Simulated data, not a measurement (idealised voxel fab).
process module | voxel wiring stack
cross-section cut | 245 nm wide | cells 5 nm
A cross-section is a grid of square cells, given in bands from the top down. A band is one or more rows of cells.
Each band's line starts with the height of the band's top and of its bottom, in nm. Then come its materials from left to right, each with its width in nm. One material with "throughout" fills the band from edge to edge. "air" is empty space.
Height 0 is the level under which the wafer as received is all one material. The lowest band goes on downwards, as in "0 down".
A width such as "30 to 40" changes by the same amount from each row of cells to the next, from the band's top row to its bottom row.
"no change" after a step means that no cell of the cross-section changed.
closed voids: empty space of 8 cells or more with no open way to the top, each as width x height at its distance from the left edge, in nm
after a step's settings: what the simulator itself notes on the step
overlay nm, on a step with a mask: how far to the right of its planned place the mask lay; to the left if negative
Each pair below shows a cross-section before one step and the cross-section after it, down to the lowest band that changed. The line under each pair gives the step between them, with its settings. The pairs can come from different runs of this module on the same starting wafer, so a pair continues from the pair above only where its "before" says so.
before
  135 to 130: SiO2 throughout
  130 to 125: SiO2 50 | SiCN 40 | SiO2 10 | SiCN 40 | SiO2 10 | SiCN 40 | SiO2 55
  125 to 105: SiO2 50 | SiCN 5 | W 30 | SiCN 5 | SiO2 10 | SiCN 5 | W 30 | SiCN 5 | SiO2 10 | SiCN 5 | W 30 | SiCN 5 | SiO2 55
  105 to 100: SiCN 55 | TiN 30 | SiCN 20 | TiN 30 | SiCN 20 | TiN 30 | SiCN 60
  100 to 90: lowk 50 | Ru 25 | lowk 25 | Ru 25 | lowk 25 | Ru 25 | lowk 70
  90 to 85: SiCN 55 | Ru 15 | SiCN 35 | Ru 15 | SiCN 35 | Ru 15 | SiCN 75
  85 to 70: SiO2 55 | Ru 30 | SiO2 20 | Ru 30 | SiO2 20 | Ru 30 | SiO2 60
  70 to 65: SiO2 55 | TiN 30 | SiO2 20 | TiN 30 | SiO2 20 | TiN 30 | SiO2 60
  65 to 45: SiO2 55 | TiN 5 | Cu 5 | TiN 5 | SiO2 35 | TiN 5 | Cu 5 | TiN 5 | SiO2 35 | TiN 5 | Cu 5 | TiN 5 | SiO2 75
  45 to 40: SiCN 55 | TiN 15 | SiCN 35 | TiN 15 | SiCN 35 | TiN 15 | SiCN 75
  40 to 20: SiO2 55 | TiN 5 | W 20 | TiN 5 | SiO2 20 | TiN 5 | W 20 | TiN 5 | SiO2 20 | TiN 5 | W 20 | TiN 5 | SiO2 60
  20 to 15: SiN 55 | TiN 30 | SiN 20 | TiN 30 | SiN 20 | TiN 30 | SiN 60
  15 to 0: SiO2 throughout
  0 down: Si throughout
  closed voids: none
after
  125 to 105: SiO2 50 | SiCN 5 | W 30 | SiCN 5 | SiO2 10 | SiCN 5 | W 30 | SiCN 5 | SiO2 10 | SiCN 5 | W 30 | SiCN 5 | SiO2 55
  below 105: unchanged
  closed voids: none
the step between: op CMP | height nm 125
before: the cross-section after the pair above
after
  130 to 125: SiN throughout
  below 125: unchanged
  closed voids: none
the step between: op CONFORMAL_DEP | material SiN | thk nm 5
before
  85 to 70: Ru throughout
  70 to 65: TiN throughout
  65 to 45: SiO2 55 | TiN 5 | Cu 5 | TiN 5 | SiO2 35 | TiN 5 | Cu 5 | TiN 5 | SiO2 35 | TiN 5 | Cu 5 | TiN 5 | SiO2 75
  45 to 40: SiCN 55 | TiN 15 | SiCN 35 | TiN 15 | SiCN 35 | TiN 15 | SiCN 75
  40 to 20: SiO2 55 | TiN 5 | W 20 | TiN 5 | SiO2 20 | TiN 5 | W 20 | TiN 5 | SiO2 20 | TiN 5 | W 20 | TiN 5 | SiO2 60
  20 to 15: SiN 55 | TiN 30 | SiN 20 | TiN 30 | SiN 20 | TiN 30 | SiN 60
  15 to 0: SiO2 throughout
  0 down: Si throughout
  closed voids: none
after
  85 to 70: air 65 | Ru 30 | air 20 | Ru 30 | air 20 | Ru 30 | air 50
  below 70: unchanged
  closed voids: none
the step between: op MASKED_ETCH | tone cover | mask id METAL_2 | width nm 30 | pitch nm 50 | etch materials Ru | depth nm 15 | overlay nm 10
before: the cross-section after the pair above
after
  85 to 70: air 65 | Ru 30 | air 20 | Ru 30 | air 20 | Ru 30 | air 50
  70 to 65: air 55 | TiN 40 | air 10 | TiN 40 | air 10 | TiN 40 | air 50
  below 65: unchanged
  closed voids: none
the step between: op MASKED_ETCH | tone cover | mask id METAL_2 | width nm 30 | pitch nm 50 | etch materials TiN | depth nm 5 | overlay nm 0
before: the cross-section after the pair above
after
  95 to 85: SiO2 throughout
  85 to 70: SiO2 65 | Ru 30 | SiO2 20 | Ru 30 | SiO2 20 | Ru 30 | SiO2 50
  70 to 65: SiO2 55 | TiN 40 | SiO2 10 | TiN 40 | SiO2 10 | TiN 40 | SiO2 50
  below 65: unchanged
  closed voids: none
the step between: op FILL_DEP | material SiO2 | thk nm 10
before: the cross-section after the pair above
after
  85 to 70: SiO2 65 | Ru 30 | SiO2 20 | Ru 30 | SiO2 20 | Ru 30 | SiO2 50
  below 70: unchanged
  closed voids: none
the step between: op CMP | height nm 85
before: the cross-section after the pair above
after
  90 to 85: SiCN throughout
  below 85: unchanged
  closed voids: none
the step between: op CONFORMAL_DEP | material SiCN | thk nm 5
before: the cross-section after the pair above
after
  100 to 90: lowk throughout
  below 90: unchanged
  closed voids: none
the step between: op DIRECTIONAL_DEP | material lowk | thk nm 10
before: the cross-section after the pair above
after
  100 to 90: lowk 55 | air 15 | lowk 35 | air 15 | lowk 35 | air 15 | lowk 75
  below 90: unchanged
  closed voids: none
the step between: op MASKED_ETCH | tone open | mask id PLUG_2 | width nm 15 | pitch nm 50 | etch materials lowk | depth nm 10 | overlay nm 0
before: the cross-section after the pair above
after
  100 to 90: lowk 55 | air 15 | lowk 35 | air 15 | lowk 35 | air 15 | lowk 75
  90 to 85: SiCN 55 | air 15 | SiCN 35 | air 15 | SiCN 35 | air 15 | SiCN 75
  below 85: unchanged
  closed voids: none
the step between: op MASKED_ETCH | tone open | mask id PLUG_2 | width nm 15 | pitch nm 50 | etch materials SiCN | depth nm 5 | overlay nm 0
before: the cross-section after the pair above
after
  100 to 95: lowk 55 | air 15 | lowk 35 | air 15 | lowk 35 | air 15 | lowk 75
  95 to 90: lowk 55 | Ru 15 | lowk 35 | Ru 15 | lowk 35 | Ru 15 | lowk 75
  90 to 85: SiCN 55 | Ru 15 | SiCN 35 | Ru 15 | SiCN 35 | Ru 15 | SiCN 75
  below 85: unchanged
  closed voids: none
the step between: op EPI | material Ru | thk nm 10
before: the cross-section after the pair above
after
  100 to 90: lowk 55 | Ru 15 | lowk 35 | Ru 15 | lowk 35 | Ru 15 | lowk 75
  below 90: unchanged
  closed voids: none
the step between: op EPI | material Ru | thk nm 5
before: the cross-section after the pair above
after
  105 to 100: TiN throughout
  below 100: unchanged
  closed voids: none
the step between: op DIRECTIONAL_DEP | material TiN | thk nm 5
before: the cross-section after the pair above
after
  125 to 105: W throughout
  below 105: unchanged
  closed voids: none
the step between: op DIRECTIONAL_DEP | material W | thk nm 20
before: the cross-section after the pair above
after
  140 to 125: air 55 | resist 30 | air 20 | resist 30 | air 20 | resist 30 | air 60
  below 125: unchanged
  closed voids: none
the step between: op PATTERN | tone cover | mask id METAL_3 | material resist | width nm 30 | pitch nm 50 | thk nm 15 | overlay nm 0
before: the cross-section after the pair above
after
  140 to 125: air 55 | resist 30 | air 20 | resist 30 | air 20 | resist 30 | air 60
  125 to 105: air 55 | W 30 | air 20 | W 30 | air 20 | W 30 | air 60
  below 105: unchanged
  closed voids: none
the step between: op DIRECTIONAL_ETCH | etch materials W | depth nm 20
before: the cross-section after the pair above
after
  140 to 125: air 55 | resist 30 | air 20 | resist 30 | air 20 | resist 30 | air 60
  125 to 105: air 55 | W 30 | air 20 | W 30 | air 20 | W 30 | air 60
  105 to 100: air 55 | TiN 30 | air 20 | TiN 30 | air 20 | TiN 30 | air 60
  below 100: unchanged
  closed voids: none
the step between: op DIRECTIONAL_ETCH | etch materials TiN | depth nm 5
before: the cross-section after the pair above
after
  125 to 105: air 55 | W 30 | air 20 | W 30 | air 20 | W 30 | air 60
  below 105: unchanged
  closed voids: none
the step between: op STRIP | etch materials resist
before: the cross-section after the pair above
after
  130 to 125: air 50 | SiCN 40 | air 10 | SiCN 40 | air 10 | SiCN 40 | air 55
  125 to 105: air 50 | SiCN 5 | W 30 | SiCN 5 | air 10 | SiCN 5 | W 30 | SiCN 5 | air 10 | SiCN 5 | W 30 | SiCN 5 | air 55
  105 to 100: SiCN 55 | TiN 30 | SiCN 20 | TiN 30 | SiCN 20 | TiN 30 | SiCN 60
  below 100: unchanged
  closed voids: none
the step between: op CONFORMAL_DEP | material SiCN | thk nm 5
before: the cross-section after the pair above
after
  135 to 130: SiO2 throughout
  130 to 125: SiO2 50 | SiCN 40 | SiO2 10 | SiCN 40 | SiO2 10 | SiCN 40 | SiO2 55
  125 to 105: SiO2 50 | SiCN 5 | W 30 | SiCN 5 | SiO2 10 | SiCN 5 | W 30 | SiCN 5 | SiO2 10 | SiCN 5 | W 30 | SiCN 5 | SiO2 55
  below 105: unchanged
  closed voids: none
the step between: op FILL_DEP | material SiO2 | thk nm 5
before: the cross-section after the pair above
after
  125 to 105: SiO2 50 | SiCN 5 | W 30 | SiCN 5 | SiO2 10 | SiCN 5 | W 30 | SiCN 5 | SiO2 10 | SiCN 5 | W 30 | SiCN 5 | SiO2 55
  below 105: unchanged
  closed voids: none
the step between: op CMP | height nm 125
before: the cross-section after the pair above
after
  130 to 125: SiN throughout
  below 125: unchanged
  closed voids: none
the step between: op CONFORMAL_DEP | material SiN | thk nm 5
before
  85 to 70: air 55 | Ru 30 | air 20 | Ru 30 | air 20 | Ru 30 | air 60
  70 to 65: air 55 | TiN 30 | air 20 | TiN 30 | air 20 | TiN 30 | air 60
  65 to 45: SiO2 55 | TiN 5 | Cu 5 | TiN 5 | SiO2 35 | TiN 5 | Cu 5 | TiN 5 | SiO2 35 | TiN 5 | Cu 5 | TiN 5 | SiO2 75
  45 to 40: SiCN 55 | TiN 15 | SiCN 35 | TiN 15 | SiCN 35 | TiN 15 | SiCN 75
  40 to 20: SiO2 55 | TiN 5 | W 20 | TiN 5 | SiO2 20 | TiN 5 | W 20 | TiN 5 | SiO2 20 | TiN 5 | W 20 | TiN 5 | SiO2 60
  20 to 15: SiN 55 | TiN 30 | SiN 20 | TiN 30 | SiN 20 | TiN 30 | SiN 60
  15 to 0: SiO2 throughout
  0 down: Si throughout
  closed voids: none
after
  95 to 85: Cu throughout
  85 to 70: Cu 55 | Ru 30 | Cu 20 | Ru 30 | Cu 20 | Ru 30 | Cu 60
  70 to 65: Cu 55 | TiN 30 | Cu 20 | TiN 30 | Cu 20 | TiN 30 | Cu 60
  below 65: unchanged
  closed voids: none
the step between: op FILL_DEP | material Cu | thk nm 10
before: the cross-section after the pair above
after
  85 to 70: Cu 55 | Ru 30 | Cu 20 | Ru 30 | Cu 20 | Ru 30 | Cu 60
  below 70: unchanged
  closed voids: none
the step between: op CMP | height nm 85
before: the cross-section after the pair above
after
  90 to 85: SiCN throughout
  below 85: unchanged
  closed voids: none
the step between: op CONFORMAL_DEP | material SiCN | thk nm 5
before: the cross-section after the pair above
after
  100 to 90: lowk throughout
  below 90: unchanged
  closed voids: none
the step between: op DIRECTIONAL_DEP | material lowk | thk nm 10
before: the cross-section after the pair above
after
  100 to 90: lowk 55 | air 15 | lowk 35 | air 15 | lowk 35 | air 15 | lowk 75
  below 90: unchanged
  closed voids: none
the step between: op MASKED_ETCH | tone open | mask id PLUG_2 | width nm 15 | pitch nm 50 | etch materials lowk | depth nm 10 | overlay nm 0
before: the cross-section after the pair above
after
  100 to 90: lowk 55 | air 15 | lowk 35 | air 15 | lowk 35 | air 15 | lowk 75
  90 to 85: SiCN 55 | air 15 | SiCN 35 | air 15 | SiCN 35 | air 15 | SiCN 75
  below 85: unchanged
  closed voids: none
the step between: op MASKED_ETCH | tone open | mask id PLUG_2 | width nm 15 | pitch nm 50 | etch materials SiCN | depth nm 5 | overlay nm 0
before: the cross-section after the pair above
after
  100 to 95: lowk 55 | air 15 | lowk 35 | air 15 | lowk 35 | air 15 | lowk 75
  95 to 90: lowk 55 | Ru 15 | lowk 35 | Ru 15 | lowk 35 | Ru 15 | lowk 75
  90 to 85: SiCN 55 | Ru 15 | SiCN 35 | Ru 15 | SiCN 35 | Ru 15 | SiCN 75
  below 85: unchanged
  closed voids: none
the step between: op EPI | material Ru | thk nm 10
before: the cross-section after the pair above
after
  100 to 90: lowk 55 | Ru 15 | lowk 35 | Ru 15 | lowk 35 | Ru 15 | lowk 75
  below 90: unchanged
  closed voids: none
the step between: op EPI | material Ru | thk nm 5
before: the cross-section after the pair above
after
  105 to 100: TiN throughout
  below 100: unchanged
  closed voids: none
the step between: op DIRECTIONAL_DEP | material TiN | thk nm 5
before: the cross-section after the pair above
after
  125 to 105: W throughout
  below 105: unchanged
  closed voids: none
the step between: op DIRECTIONAL_DEP | material W | thk nm 20
before: the cross-section after the pair above
after
  140 to 125: air 55 | resist 30 | air 20 | resist 30 | air 20 | resist 30 | air 60
  below 125: unchanged
  closed voids: none
the step between: op PATTERN | tone cover | mask id METAL_3 | material resist | width nm 30 | pitch nm 50 | thk nm 15 | overlay nm 0
before: the cross-section after the pair above
after
  140 to 125: air 55 | resist 30 | air 20 | resist 30 | air 20 | resist 30 | air 60
  125 to 105: air 55 | W 30 | air 20 | W 30 | air 20 | W 30 | air 60
  below 105: unchanged
  closed voids: none
the step between: op DIRECTIONAL_ETCH | etch materials W | depth nm 20
before: the cross-section after the pair above
after
  140 to 125: air 55 | resist 30 | air 20 | resist 30 | air 20 | resist 30 | air 60
  125 to 105: air 55 | W 30 | air 20 | W 30 | air 20 | W 30 | air 60
  105 to 100: air 55 | TiN 30 | air 20 | TiN 30 | air 20 | TiN 30 | air 60
  below 100: unchanged
  closed voids: none
the step between: op DIRECTIONAL_ETCH | etch materials TiN | depth nm 5
before: the cross-section after the pair above
after
  125 to 105: air 55 | W 30 | air 20 | W 30 | air 20 | W 30 | air 60
  below 105: unchanged
  closed voids: none
the step between: op STRIP | etch materials resist
before: the cross-section after the pair above
after
  130 to 125: air 50 | SiCN 40 | air 10 | SiCN 40 | air 10 | SiCN 40 | air 55
  125 to 105: air 50 | SiCN 5 | W 30 | SiCN 5 | air 10 | SiCN 5 | W 30 | SiCN 5 | air 10 | SiCN 5 | W 30 | SiCN 5 | air 55
  105 to 100: SiCN 55 | TiN 30 | SiCN 20 | TiN 30 | SiCN 20 | TiN 30 | SiCN 60
  below 100: unchanged
  closed voids: none
the step between: op CONFORMAL_DEP | material SiCN | thk nm 5
before: the cross-section after the pair above
after
  135 to 130: SiO2 throughout
  130 to 125: SiO2 50 | SiCN 40 | SiO2 10 | SiCN 40 | SiO2 10 | SiCN 40 | SiO2 55
  125 to 105: SiO2 50 | SiCN 5 | W 30 | SiCN 5 | SiO2 10 | SiCN 5 | W 30 | SiCN 5 | SiO2 10 | SiCN 5 | W 30 | SiCN 5 | SiO2 55
  below 105: unchanged
  closed voids: none
the step between: op FILL_DEP | material SiO2 | thk nm 5
before: the cross-section after the pair above
after
  125 to 105: SiO2 50 | SiCN 5 | W 30 | SiCN 5 | SiO2 10 | SiCN 5 | W 30 | SiCN 5 | SiO2 10 | SiCN 5 | W 30 | SiCN 5 | SiO2 55
  below 105: unchanged
  closed voids: none
the step between: op CMP | height nm 125
before: the cross-section after the pair above
after
  130 to 125: SiN throughout
  below 125: unchanged
  closed voids: none
the step between: op CONFORMAL_DEP | material SiN | thk nm 5
before
  100 to 90: lowk throughout
  90 to 85: SiCN throughout
  85 to 70: SiO2 55 | Ru 30 | SiO2 20 | Ru 30 | SiO2 20 | Ru 30 | SiO2 60
  70 to 65: SiO2 55 | TiN 30 | SiO2 20 | TiN 30 | SiO2 20 | TiN 30 | SiO2 60
  65 to 45: SiO2 55 | TiN 5 | Cu 5 | TiN 5 | SiO2 35 | TiN 5 | Cu 5 | TiN 5 | SiO2 35 | TiN 5 | Cu 5 | TiN 5 | SiO2 75
  45 to 40: SiCN 55 | TiN 15 | SiCN 35 | TiN 15 | SiCN 35 | TiN 15 | SiCN 75
  40 to 20: SiO2 55 | TiN 5 | W 20 | TiN 5 | SiO2 20 | TiN 5 | W 20 | TiN 5 | SiO2 20 | TiN 5 | W 20 | TiN 5 | SiO2 60
  20 to 15: SiN 55 | TiN 30 | SiN 20 | TiN 30 | SiN 20 | TiN 30 | SiN 60
  15 to 0: SiO2 throughout
  0 down: Si throughout
  closed voids: none
after
  100 to 90: air 55 | lowk 15 | air 35 | lowk 15 | air 35 | lowk 15 | air 75
  below 90: unchanged
  closed voids: none
the step between: op MASKED_ETCH | tone cover | mask id PLUG_2 | width nm 15 | pitch nm 50 | etch materials lowk | depth nm 10 | overlay nm 0
before: the cross-section after the pair above
after
  105 to 100: air 55 | TiN 15 | air 35 | TiN 15 | air 35 | TiN 15 | air 75
  100 to 95: air 55 | lowk 15 | air 35 | lowk 15 | air 35 | lowk 15 | air 75
  95 to 90: TiN 55 | lowk 15 | TiN 35 | lowk 15 | TiN 35 | lowk 15 | TiN 75
  below 90: unchanged
  closed voids: none
the step between: op DIRECTIONAL_DEP | material TiN | thk nm 5
before: the cross-section after the pair above
after
  125 to 115: air 55 | W 15 | air 35 | W 15 | air 35 | W 15 | air 75
  115 to 105: W throughout
  105 to 100: W 55 | TiN 15 | W 35 | TiN 15 | W 35 | TiN 15 | W 75
  100 to 95: W 55 | lowk 15 | W 35 | lowk 15 | W 35 | lowk 15 | W 75
  below 95: unchanged
  closed voids: none
the step between: op DIRECTIONAL_DEP | material W | thk nm 20
before: the cross-section after the pair above
after
  140 to 125: air 55 | resist 30 | air 20 | resist 30 | air 20 | resist 30 | air 60
  125 to 115: air 55 | W 15 | resist 15 | air 20 | W 15 | resist 15 | air 20 | W 15 | resist 15 | air 60
  below 115: unchanged
  closed voids: none
the step between: op PATTERN | tone cover | mask id METAL_3 | material resist | width nm 30 | pitch nm 50 | thk nm 15 | overlay nm 0
before: the cross-section after the pair above
after
  140 to 125: air 55 | resist 30 | air 20 | resist 30 | air 20 | resist 30 | air 60
  125 to 115: air 55 | W 15 | resist 15 | air 20 | W 15 | resist 15 | air 20 | W 15 | resist 15 | air 60
  115 to 105: air 55 | W 30 | air 20 | W 30 | air 20 | W 30 | air 60
  105 to 100: air 55 | TiN 15 | W 15 | air 20 | TiN 15 | W 15 | air 20 | TiN 15 | W 15 | air 60
  100 to 95: air 55 | lowk 15 | W 15 | air 20 | lowk 15 | W 15 | air 20 | lowk 15 | W 15 | air 60
  below 95: unchanged
  closed voids: none
the step between: op DIRECTIONAL_ETCH | etch materials W | depth nm 20
before: the cross-section after the pair above
after
  140 to 125: air 55 | resist 30 | air 20 | resist 30 | air 20 | resist 30 | air 60
  125 to 115: air 55 | W 15 | resist 15 | air 20 | W 15 | resist 15 | air 20 | W 15 | resist 15 | air 60
  115 to 105: air 55 | W 30 | air 20 | W 30 | air 20 | W 30 | air 60
  105 to 100: air 55 | TiN 15 | W 15 | air 20 | TiN 15 | W 15 | air 20 | TiN 15 | W 15 | air 60
  100 to 95: air 55 | lowk 15 | W 15 | air 20 | lowk 15 | W 15 | air 20 | lowk 15 | W 15 | air 60
  95 to 90: air 55 | lowk 15 | TiN 15 | air 20 | lowk 15 | TiN 15 | air 20 | lowk 15 | TiN 15 | air 60
  below 90: unchanged
  closed voids: none
the step between: op DIRECTIONAL_ETCH | etch materials TiN | depth nm 5
before: the cross-section after the pair above
after
  125 to 115: air 55 | W 15 | air 35 | W 15 | air 35 | W 15 | air 75
  below 115: unchanged
  closed voids: none
the step between: op STRIP | etch materials resist
before: the cross-section after the pair above
after
  130 to 125: air 50 | SiCN 25 | air 25 | SiCN 25 | air 25 | SiCN 25 | air 70
  125 to 115: air 50 | SiCN 5 | W 15 | SiCN 5 to 20 | air 25 to 10 | SiCN 5 | W 15 | SiCN 5 to 20 | air 25 to 10 | SiCN 5 | W 15 | SiCN 5 to 20 | air 70 to 55
  115 to 105: air 50 | SiCN 5 | W 30 | SiCN 5 | air 10 | SiCN 5 | W 30 | SiCN 5 | air 10 | SiCN 5 | W 30 | SiCN 5 | air 55
  105 to 100: air 50 | SiCN 5 | TiN 15 | W 15 | SiCN 5 | air 10 | SiCN 5 | TiN 15 | W 15 | SiCN 5 | air 10 | SiCN 5 | TiN 15 | W 15 | SiCN 5 | air 55
  100 to 95: air 50 | SiCN 5 | lowk 15 | W 15 | SiCN 5 | air 10 | SiCN 5 | lowk 15 | W 15 | SiCN 5 | air 10 | SiCN 5 | lowk 15 | W 15 | SiCN 5 | air 55
  95 to 90: SiCN 55 | lowk 15 | TiN 15 | SiCN 20 | lowk 15 | TiN 15 | SiCN 20 | lowk 15 | TiN 15 | SiCN 60
  below 90: unchanged
  closed voids: none
the step between: op CONFORMAL_DEP | material SiCN | thk nm 5
before: the cross-section after the pair above
after
  135 to 130: SiO2 throughout
  130 to 125: SiO2 50 | SiCN 25 | SiO2 25 | SiCN 25 | SiO2 25 | SiCN 25 | SiO2 70
  125 to 115: SiO2 50 | SiCN 5 | W 15 | SiCN 5 to 20 | SiO2 25 to 10 | SiCN 5 | W 15 | SiCN 5 to 20 | SiO2 25 to 10 | SiCN 5 | W 15 | SiCN 5 to 20 | SiO2 70 to 55
  115 to 105: SiO2 50 | SiCN 5 | W 30 | SiCN 5 | SiO2 10 | SiCN 5 | W 30 | SiCN 5 | SiO2 10 | SiCN 5 | W 30 | SiCN 5 | SiO2 55
  105 to 100: SiO2 50 | SiCN 5 | TiN 15 | W 15 | SiCN 5 | SiO2 10 | SiCN 5 | TiN 15 | W 15 | SiCN 5 | SiO2 10 | SiCN 5 | TiN 15 | W 15 | SiCN 5 | SiO2 55
  100 to 95: SiO2 50 | SiCN 5 | lowk 15 | W 15 | SiCN 5 | SiO2 10 | SiCN 5 | lowk 15 | W 15 | SiCN 5 | SiO2 10 | SiCN 5 | lowk 15 | W 15 | SiCN 5 | SiO2 55
  below 95: unchanged
  closed voids: none
the step between: op FILL_DEP | material SiO2 | thk nm 5
before: the cross-section after the pair above
after
  125 to 115: SiO2 50 | SiCN 5 | W 15 | SiCN 5 to 20 | SiO2 25 to 10 | SiCN 5 | W 15 | SiCN 5 to 20 | SiO2 25 to 10 | SiCN 5 | W 15 | SiCN 5 to 20 | SiO2 70 to 55
  below 115: unchanged
  closed voids: none
the step between: op CMP | height nm 125
before: the cross-section after the pair above
after
  130 to 125: SiN throughout
  below 125: unchanged
  closed voids: none
the step between: op CONFORMAL_DEP | material SiN | thk nm 5
